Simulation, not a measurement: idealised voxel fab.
process module | voxel wiring stack
Each square cell in cross-section cut measures 5 nm, and the section as a whole is 285 nm wide.
Square cells in a grid make up a cross-section in this document, and the grid is given as bands, listed from the top down, each one or more rows of cells.
Read a band's entry like this: the first values are the height of its top and the height of its bottom in nm, and what follows is the sequence of materials from left to right, each with its width in nm. Note that "empty" is empty space, and that a single material marked "everywhere" reaches across the band from edge to edge.
The level at which height equals 0 is the one under which the wafer, as it arrives, is entirely one material. No lower edge exists for the bottom band, which continues downward and is notated as in "0 and below".
Width: "30 to 40" (first number = top row, second number = bottom row, same change from row to row of cells).
No cell of the cross-section changed in a step that is given as "remains unaltered".
So "Enclosed cavities" is basically the list of trapped voids: any empty space of 8 cells or more that can't reach the top through an opening. They're written width x height at distance, the distance being from the left edge, and it's all nm.
Note: text after step settings on the step line = simulator remark on that step.
The line of a step may include "overlay nm". On a step with a mask, this value is how far to the right of its planned place the mask lay. A negative value means the mask lay to the left.
# Below is the list of planned process steps
step 1: op RECEIVE | material Si
step 2: op CONFORMAL_DEP | material SiO2 | thk nm 15
step 3: op DIRECTIONAL_DEP | material TiN | thk nm 5
step 4: op DIRECTIONAL_DEP | material Ru | thk nm 15
step 5: op MASKED_ETCH | tone cover | mask id METAL_1 | width nm 20 | pitch nm 40 | etch materials Ru | depth nm 15 | overlay nm 0
step 6: op MASKED_ETCH | tone cover | mask id METAL_1 | width nm 20 | pitch nm 40 | etch materials TiN | depth nm 5 | overlay nm 0
step 7: op CONFORMAL_DEP | material SiN | thk nm 5
step 8: op FILL_DEP | material SiO2 | thk nm 5
step 9: op CMP | height nm 35
step 10: op CONFORMAL_DEP | material SiCN | thk nm 5
step 11: op DIRECTIONAL_DEP | material SiO2 | thk nm 30
step 12: op MASKED_ETCH | tone open | mask id METAL_2 | width nm 20 | pitch nm 40 | etch materials SiO2 | depth nm 20 | overlay nm 0
step 13: op MASKED_ETCH | tone open | mask id METAL_2_HOLES | width nm 15 | pitch nm 40 | etch materials SiO2 | depth nm 10 | overlay nm 0
step 14: op MASKED_ETCH | tone open | mask id METAL_2_HOLES | width nm 15 | pitch nm 40 | etch materials SiCN | depth nm 5 | overlay nm 0
step 15: op CONFORMAL_DEP | material TiN | thk nm 5
step 16: op FILL_DEP | material Ru | thk nm 10
step 17: op CMP | height nm 70
step 18: op CONFORMAL_DEP | material SiCN | thk nm 5
# First of the two wafers, run per plan
# Shown in cross-section is the wafer as received, that is, as it stands after step 1
> 0 and below  Si everywhere
> Enclosed cavities: none
# Upon completion of step 2, the wafer appears in cross-section as shown
> 15 down to 0  SiO2 everywhere
> Everything below 0 is unchanged.
# Upon completion of step 3, the wafer appears in cross-section as shown
> 20 down to 15  TiN everywhere
> Everything below 15 is unchanged.
# Upon completion of step 4, the wafer appears in cross-section as shown
> 35 down to 20  Ru everywhere
> Everything below 20 is unchanged.
# Upon completion of step 5, the wafer appears in cross-section as shown
> 35 down to 20  70 nm empty / 20 nm Ru / 20 nm empty / 20 nm Ru / 20 nm empty / 20 nm Ru / 20 nm empty / 20 nm Ru / 75 nm empty
> Everything below 20 is unchanged.
# Upon completion of step 6, the wafer appears in cross-section as shown
> 35 down to 20  70 nm empty / 20 nm Ru / 20 nm empty / 20 nm Ru / 20 nm empty / 20 nm Ru / 20 nm empty / 20 nm Ru / 75 nm empty
> 20 down to 15  70 nm empty / 20 nm TiN / 20 nm empty / 20 nm TiN / 20 nm empty / 20 nm TiN / 20 nm empty / 20 nm TiN / 75 nm empty
> Everything below 15 is unchanged.
# Upon completion of step 7, the wafer appears in cross-section as shown
> 40 down to 35  65 nm empty / 30 nm SiN / 10 nm empty / 30 nm SiN / 10 nm empty / 30 nm SiN / 10 nm empty / 30 nm SiN / 70 nm empty
> 35 down to 20  65 nm empty / 5 nm SiN / 20 nm Ru / 5 nm SiN / 10 nm empty / 5 nm SiN / 20 nm Ru / 5 nm SiN / 10 nm empty / 5 nm SiN / 20 nm Ru / 5 nm SiN / 10 nm empty / 5 nm SiN / 20 nm Ru / 5 nm SiN / 70 nm empty
> 20 down to 15  70 nm SiN / 20 nm TiN / 20 nm SiN / 20 nm TiN / 20 nm SiN / 20 nm TiN / 20 nm SiN / 20 nm TiN / 75 nm SiN
> Everything below 15 is unchanged.
# Upon completion of step 8, the wafer appears in cross-section as shown
> 45 down to 40  SiO2 everywhere
> 40 down to 35  65 nm SiO2 / 30 nm SiN / 10 nm SiO2 / 30 nm SiN / 10 nm SiO2 / 30 nm SiN / 10 nm SiO2 / 30 nm SiN / 70 nm SiO2
> 35 down to 20  65 nm SiO2 / 5 nm SiN / 20 nm Ru / 5 nm SiN / 10 nm SiO2 / 5 nm SiN / 20 nm Ru / 5 nm SiN / 10 nm SiO2 / 5 nm SiN / 20 nm Ru / 5 nm SiN / 10 nm SiO2 / 5 nm SiN / 20 nm Ru / 5 nm SiN / 70 nm SiO2
> Everything below 20 is unchanged.
# Upon completion of step 9, the wafer appears in cross-section as shown
> 35 down to 20  65 nm SiO2 / 5 nm SiN / 20 nm Ru / 5 nm SiN / 10 nm SiO2 / 5 nm SiN / 20 nm Ru / 5 nm SiN / 10 nm SiO2 / 5 nm SiN / 20 nm Ru / 5 nm SiN / 10 nm SiO2 / 5 nm SiN / 20 nm Ru / 5 nm SiN / 70 nm SiO2
> Everything below 20 is unchanged.
# Upon completion of step 10, the wafer appears in cross-section as shown
> 40 down to 35  SiCN everywhere
> Everything below 35 is unchanged.
# Upon completion of step 11, the wafer appears in cross-section as shown
> 70 down to 40  SiO2 everywhere
> Everything below 40 is unchanged.
# Upon completion of step 12, the wafer appears in cross-section as shown
> 70 down to 50  70 nm SiO2 / 20 nm empty / 20 nm SiO2 / 20 nm empty / 20 nm SiO2 / 20 nm empty / 20 nm SiO2 / 20 nm empty / 75 nm SiO2
> Everything below 50 is unchanged.
# Upon completion of step 13, the wafer appears in cross-section as shown
> 70 down to 50  70 nm SiO2 / 20 nm empty / 20 nm SiO2 / 20 nm empty / 20 nm SiO2 / 20 nm empty / 20 nm SiO2 / 20 nm empty / 75 nm SiO2
> 50 down to 40  70 nm SiO2 / 15 nm empty / 25 nm SiO2 / 15 nm empty / 25 nm SiO2 / 15 nm empty / 25 nm SiO2 / 15 nm empty / 80 nm SiO2
> Everything below 40 is unchanged.
# Upon completion of step 14, the wafer appears in cross-section as shown
> 70 down to 50  70 nm SiO2 / 20 nm empty / 20 nm SiO2 / 20 nm empty / 20 nm SiO2 / 20 nm empty / 20 nm SiO2 / 20 nm empty / 75 nm SiO2
> 50 down to 40  70 nm SiO2 / 15 nm empty / 25 nm SiO2 / 15 nm empty / 25 nm SiO2 / 15 nm empty / 25 nm SiO2 / 15 nm empty / 80 nm SiO2
> 40 down to 35  70 nm SiCN / 15 nm empty / 25 nm SiCN / 15 nm empty / 25 nm SiCN / 15 nm empty / 25 nm SiCN / 15 nm empty / 80 nm SiCN
> Everything below 35 is unchanged.
# Upon completion of step 15, the wafer appears in cross-section as shown
> 75 down to 70  75 nm TiN / 10 nm empty / 30 nm TiN / 10 nm empty / 30 nm TiN / 10 nm empty / 30 nm TiN / 10 nm empty / 80 nm TiN
> 70 down to 55  70 nm SiO2 / 5 nm TiN / 10 nm empty / 5 nm TiN / 20 nm SiO2 / 5 nm TiN / 10 nm empty / 5 nm TiN / 20 nm SiO2 / 5 nm TiN / 10 nm empty / 5 nm TiN / 20 nm SiO2 / 5 nm TiN / 10 nm empty / 5 nm TiN / 75 nm SiO2
> 55 down to 50  70 nm SiO2 / 5 nm TiN / 5 nm empty / 10 nm TiN / 20 nm SiO2 / 5 nm TiN / 5 nm empty / 10 nm TiN / 20 nm SiO2 / 5 nm TiN / 5 nm empty / 10 nm TiN / 20 nm SiO2 / 5 nm TiN / 5 nm empty / 10 nm TiN / 75 nm SiO2
> 50 down to 40  70 nm SiO2 / 5 nm TiN / 5 nm empty / 5 nm TiN / 25 nm SiO2 / 5 nm TiN / 5 nm empty / 5 nm TiN / 25 nm SiO2 / 5 nm TiN / 5 nm empty / 5 nm TiN / 25 nm SiO2 / 5 nm TiN / 5 nm empty / 5 nm TiN / 80 nm SiO2
> 40 down to 35  70 nm SiCN / 15 nm TiN / 25 nm SiCN / 15 nm TiN / 25 nm SiCN / 15 nm TiN / 25 nm SiCN / 15 nm TiN / 80 nm SiCN
> Everything below 35 is unchanged.
# Upon completion of step 16, the wafer appears in cross-section as shown
> 85 down to 75  Ru everywhere
> 75 down to 70  75 nm TiN / 10 nm Ru / 30 nm TiN / 10 nm Ru / 30 nm TiN / 10 nm Ru / 30 nm TiN / 10 nm Ru / 80 nm TiN
> 70 down to 55  70 nm SiO2 / 5 nm TiN / 10 nm Ru / 5 nm TiN / 20 nm SiO2 / 5 nm TiN / 10 nm Ru / 5 nm TiN / 20 nm SiO2 / 5 nm TiN / 10 nm Ru / 5 nm TiN / 20 nm SiO2 / 5 nm TiN / 10 nm Ru / 5 nm TiN / 75 nm SiO2
> 55 down to 50  70 nm SiO2 / 5 nm TiN / 5 nm Ru / 10 nm TiN / 20 nm SiO2 / 5 nm TiN / 5 nm Ru / 10 nm TiN / 20 nm SiO2 / 5 nm TiN / 5 nm Ru / 10 nm TiN / 20 nm SiO2 / 5 nm TiN / 5 nm Ru / 10 nm TiN / 75 nm SiO2
> 50 down to 40  70 nm SiO2 / 5 nm TiN / 5 nm Ru / 5 nm TiN / 25 nm SiO2 / 5 nm TiN / 5 nm Ru / 5 nm TiN / 25 nm SiO2 / 5 nm TiN / 5 nm Ru / 5 nm TiN / 25 nm SiO2 / 5 nm TiN / 5 nm Ru / 5 nm TiN / 80 nm SiO2
> Everything below 40 is unchanged.
# Upon completion of step 17, the wafer appears in cross-section as shown
> 70 down to 55  70 nm SiO2 / 5 nm TiN / 10 nm Ru / 5 nm TiN / 20 nm SiO2 / 5 nm TiN / 10 nm Ru / 5 nm TiN / 20 nm SiO2 / 5 nm TiN / 10 nm Ru / 5 nm TiN / 20 nm SiO2 / 5 nm TiN / 10 nm Ru / 5 nm TiN / 75 nm SiO2
> Everything below 55 is unchanged.
# Upon completion of step 18, the wafer appears in cross-section as shown
> 75 down to 70  SiCN everywhere
> Everything below 70 is unchanged.
# Second wafer, same starting conditions and recipe as the first, one mistake in executing it, nothing differs from the first up to and including step 4
# Cross-section of the second wafer at the time by which step 5 should have been completed according to the plan
> 35 down to 20  70 nm Ru / 20 nm empty / 20 nm Ru / 20 nm empty / 20 nm Ru / 20 nm empty / 20 nm Ru / 20 nm empty / 75 nm Ru
> Everything below 20 is unchanged.
Cross-section of the second wafer at the time by which step 6 should have been completed according to the plan: remains unaltered
# Cross-section of the second wafer at the time by which step 7 should have been completed according to the plan
> 40 down to 35  75 nm SiN / 10 nm empty / 30 nm SiN / 10 nm empty / 30 nm SiN / 10 nm empty / 30 nm SiN / 10 nm empty / 80 nm SiN
> 35 down to 25  70 nm Ru / 5 nm SiN / 10 nm empty / 5 nm SiN / 20 nm Ru / 5 nm SiN / 10 nm empty / 5 nm SiN / 20 nm Ru / 5 nm SiN / 10 nm empty / 5 nm SiN / 20 nm Ru / 5 nm SiN / 10 nm empty / 5 nm SiN / 75 nm Ru
> 25 down to 20  70 nm Ru / 20 nm SiN / 20 nm Ru / 20 nm SiN / 20 nm Ru / 20 nm SiN / 20 nm Ru / 20 nm SiN / 75 nm Ru
> Everything below 20 is unchanged.
# Cross-section of the second wafer at the time by which step 8 should have been completed according to the plan
> 45 down to 40  SiO2 everywhere
> 40 down to 35  75 nm SiN / 10 nm SiO2 / 30 nm SiN / 10 nm SiO2 / 30 nm SiN / 10 nm SiO2 / 30 nm SiN / 10 nm SiO2 / 80 nm SiN
> 35 down to 25  70 nm Ru / 5 nm SiN / 10 nm SiO2 / 5 nm SiN / 20 nm Ru / 5 nm SiN / 10 nm SiO2 / 5 nm SiN / 20 nm Ru / 5 nm SiN / 10 nm SiO2 / 5 nm SiN / 20 nm Ru / 5 nm SiN / 10 nm SiO2 / 5 nm SiN / 75 nm Ru
> Everything below 25 is unchanged.
# Cross-section of the second wafer at the time by which step 9 should have been completed according to the plan
> 35 down to 25  70 nm Ru / 5 nm SiN / 10 nm SiO2 / 5 nm SiN / 20 nm Ru / 5 nm SiN / 10 nm SiO2 / 5 nm SiN / 20 nm Ru / 5 nm SiN / 10 nm SiO2 / 5 nm SiN / 20 nm Ru / 5 nm SiN / 10 nm SiO2 / 5 nm SiN / 75 nm Ru
> Everything below 25 is unchanged.
# Cross-section of the second wafer at the time by which step 10 should have been completed according to the plan
> 40 down to 35  SiCN everywhere
> Everything below 35 is unchanged.
# Cross-section of the second wafer at the time by which step 11 should have been completed according to the plan
> 70 down to 40  SiO2 everywhere
> Everything below 40 is unchanged.
# Cross-section of the second wafer at the time by which step 12 should have been completed according to the plan
> 70 down to 50  70 nm SiO2 / 20 nm empty / 20 nm SiO2 / 20 nm empty / 20 nm SiO2 / 20 nm empty / 20 nm SiO2 / 20 nm empty / 75 nm SiO2
> Everything below 50 is unchanged.
# Cross-section of the second wafer at the time by which step 13 should have been completed according to the plan
> 70 down to 50  70 nm SiO2 / 20 nm empty / 20 nm SiO2 / 20 nm empty / 20 nm SiO2 / 20 nm empty / 20 nm SiO2 / 20 nm empty / 75 nm SiO2
> 50 down to 40  70 nm SiO2 / 15 nm empty / 25 nm SiO2 / 15 nm empty / 25 nm SiO2 / 15 nm empty / 25 nm SiO2 / 15 nm empty / 80 nm SiO2
> Everything below 40 is unchanged.
# Cross-section of the second wafer at the time by which step 14 should have been completed according to the plan
> 70 down to 50  70 nm SiO2 / 20 nm empty / 20 nm SiO2 / 20 nm empty / 20 nm SiO2 / 20 nm empty / 20 nm SiO2 / 20 nm empty / 75 nm SiO2
> 50 down to 40  70 nm SiO2 / 15 nm empty / 25 nm SiO2 / 15 nm empty / 25 nm SiO2 / 15 nm empty / 25 nm SiO2 / 15 nm empty / 80 nm SiO2
> 40 down to 35  70 nm SiCN / 15 nm empty / 25 nm SiCN / 15 nm empty / 25 nm SiCN / 15 nm empty / 25 nm SiCN / 15 nm empty / 80 nm SiCN
> Everything below 35 is unchanged.
# Cross-section of the second wafer at the time by which step 15 should have been completed according to the plan
> 75 down to 70  75 nm TiN / 10 nm empty / 30 nm TiN / 10 nm empty / 30 nm TiN / 10 nm empty / 30 nm TiN / 10 nm empty / 80 nm TiN
> 70 down to 55  70 nm SiO2 / 5 nm TiN / 10 nm empty / 5 nm TiN / 20 nm SiO2 / 5 nm TiN / 10 nm empty / 5 nm TiN / 20 nm SiO2 / 5 nm TiN / 10 nm empty / 5 nm TiN / 20 nm SiO2 / 5 nm TiN / 10 nm empty / 5 nm TiN / 75 nm SiO2
> 55 down to 50  70 nm SiO2 / 5 nm TiN / 5 nm empty / 10 nm TiN / 20 nm SiO2 / 5 nm TiN / 5 nm empty / 10 nm TiN / 20 nm SiO2 / 5 nm TiN / 5 nm empty / 10 nm TiN / 20 nm SiO2 / 5 nm TiN / 5 nm empty / 10 nm TiN / 75 nm SiO2
> 50 down to 40  70 nm SiO2 / 5 nm TiN / 5 nm empty / 5 nm TiN / 25 nm SiO2 / 5 nm TiN / 5 nm empty / 5 nm TiN / 25 nm SiO2 / 5 nm TiN / 5 nm empty / 5 nm TiN / 25 nm SiO2 / 5 nm TiN / 5 nm empty / 5 nm TiN / 80 nm SiO2
> 40 down to 35  70 nm SiCN / 15 nm TiN / 25 nm SiCN / 15 nm TiN / 25 nm SiCN / 15 nm TiN / 25 nm SiCN / 15 nm TiN / 80 nm SiCN
> Everything below 35 is unchanged.
# Cross-section of the second wafer at the time by which step 16 should have been completed according to the plan
> 85 down to 75  Ru everywhere
> 75 down to 70  75 nm TiN / 10 nm Ru / 30 nm TiN / 10 nm Ru / 30 nm TiN / 10 nm Ru / 30 nm TiN / 10 nm Ru / 80 nm TiN
> 70 down to 55  70 nm SiO2 / 5 nm TiN / 10 nm Ru / 5 nm TiN / 20 nm SiO2 / 5 nm TiN / 10 nm Ru / 5 nm TiN / 20 nm SiO2 / 5 nm TiN / 10 nm Ru / 5 nm TiN / 20 nm SiO2 / 5 nm TiN / 10 nm Ru / 5 nm TiN / 75 nm SiO2
> 55 down to 50  70 nm SiO2 / 5 nm TiN / 5 nm Ru / 10 nm TiN / 20 nm SiO2 / 5 nm TiN / 5 nm Ru / 10 nm TiN / 20 nm SiO2 / 5 nm TiN / 5 nm Ru / 10 nm TiN / 20 nm SiO2 / 5 nm TiN / 5 nm Ru / 10 nm TiN / 75 nm SiO2
> 50 down to 40  70 nm SiO2 / 5 nm TiN / 5 nm Ru / 5 nm TiN / 25 nm SiO2 / 5 nm TiN / 5 nm Ru / 5 nm TiN / 25 nm SiO2 / 5 nm TiN / 5 nm Ru / 5 nm TiN / 25 nm SiO2 / 5 nm TiN / 5 nm Ru / 5 nm TiN / 80 nm SiO2
> Everything below 40 is unchanged.
# Cross-section of the second wafer at the time by which step 17 should have been completed according to the plan
> 70 down to 55  70 nm SiO2 / 5 nm TiN / 10 nm Ru / 5 nm TiN / 20 nm SiO2 / 5 nm TiN / 10 nm Ru / 5 nm TiN / 20 nm SiO2 / 5 nm TiN / 10 nm Ru / 5 nm TiN / 20 nm SiO2 / 5 nm TiN / 10 nm Ru / 5 nm TiN / 75 nm SiO2
> Everything below 55 is unchanged.
# Cross-section of the second wafer at the time by which step 18 should have been completed according to the plan
> 75 down to 70  SiCN everywhere
> Everything below 70 is unchanged.
Short version of what went wrong: for step 5, the planned setting was not used; the step was instead run as op MASKED_ETCH | tone open | mask id METAL_1 | width nm 20 | pitch nm 40 | etch materials Ru | depth nm 15 | overlay nm 0
Count the cells at the end and the second wafer has more or fewer of some materials than the first: +75 Ru; -33 SiN; -83 SiO2; +41 TiN
